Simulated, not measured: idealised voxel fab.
The name of this process module is voxel tone inversion.
Cross-section cut spans 250 nm and uses square cells 5 nm in size.
Notation: cross-section as square-cell grid; stated in bands, top first, going down; one or more cell rows per band. Band: top height; bottom height; in nm. Then, left to right: material with width in nm, for each material. "throughout": a single material spanning edge to edge. "empty": empty space. Zero point of the height axis is 0; under it, received wafer = one material. Lowest band: continues down indefinitely, "z 0 and below". A two-number width, for instance "30->40", indicates that the width is equal to the first number in the top row of the band and to the second number in the bottom row, and that it changes by a constant amount per row of cells. Where a step carries "nothing got changed", the cross-section came out of it unchanged, cell for cell. Closed empty spaces (no open way to the top) of 8 cells or more are what "Fully enclosed voids" lists, each as width x height at distance from the left edge, nm for all three. That trailing text on a step's line, after the settings, is the simulator's own remark on the step. overlay nm: how far to the right of its planned place the mask lay on this masked step (negative: to the left).
# Intended process steps
| 1 | RECEIVE with material Si |
| 2 | CONFORMAL_DEP with material SiN, thk nm 5 |
| 3 | DIRECTIONAL_DEP with material polySi, thk nm 25 |
| 4 | PATTERN with tone cover, mask id POSTS, material resist, width nm 20, pitch nm 35, thk nm 30, overlay nm 0 |
| 5 | DIRECTIONAL_ETCH with etch materials polySi, depth nm 25 |
| 6 | STRIP with etch materials resist |
| 7 | FILL_DEP with material SiO2, thk nm 5 |
| 8 | CMP with height nm 30 |
| 9 | STRIP with etch materials polySi |
# Shown in cross-section is the wafer as received, that is, as it stands after step 1
- z 0 and below: Si throughout
- Fully enclosed voids: none
# First of two wafers: cross-section at end of module, run per plan
- z 30 to 5: SiO2: 95 | empty: 20 | SiO2: 15 | empty: 20 | SiO2: 100
- z 5 to 0: SiN throughout
- z 0 and below: Si throughout
- Fully enclosed voids: none
# Cross-section, wafer two of two, end of module: same start and plan as wafer one, one error in execution
- z 30 to 5: SiO2 throughout
- z 5 to 0: SiN throughout
- z 0 and below: Si throughout
- Fully enclosed voids: none
what went wrong: step 3, actual vs plan mismatch, actual run DIRECTIONAL_DEP with material SiO2, thk nm 25
The second wafer ends with more or fewer cells of some materials than the first, per final count: SiO2 +40
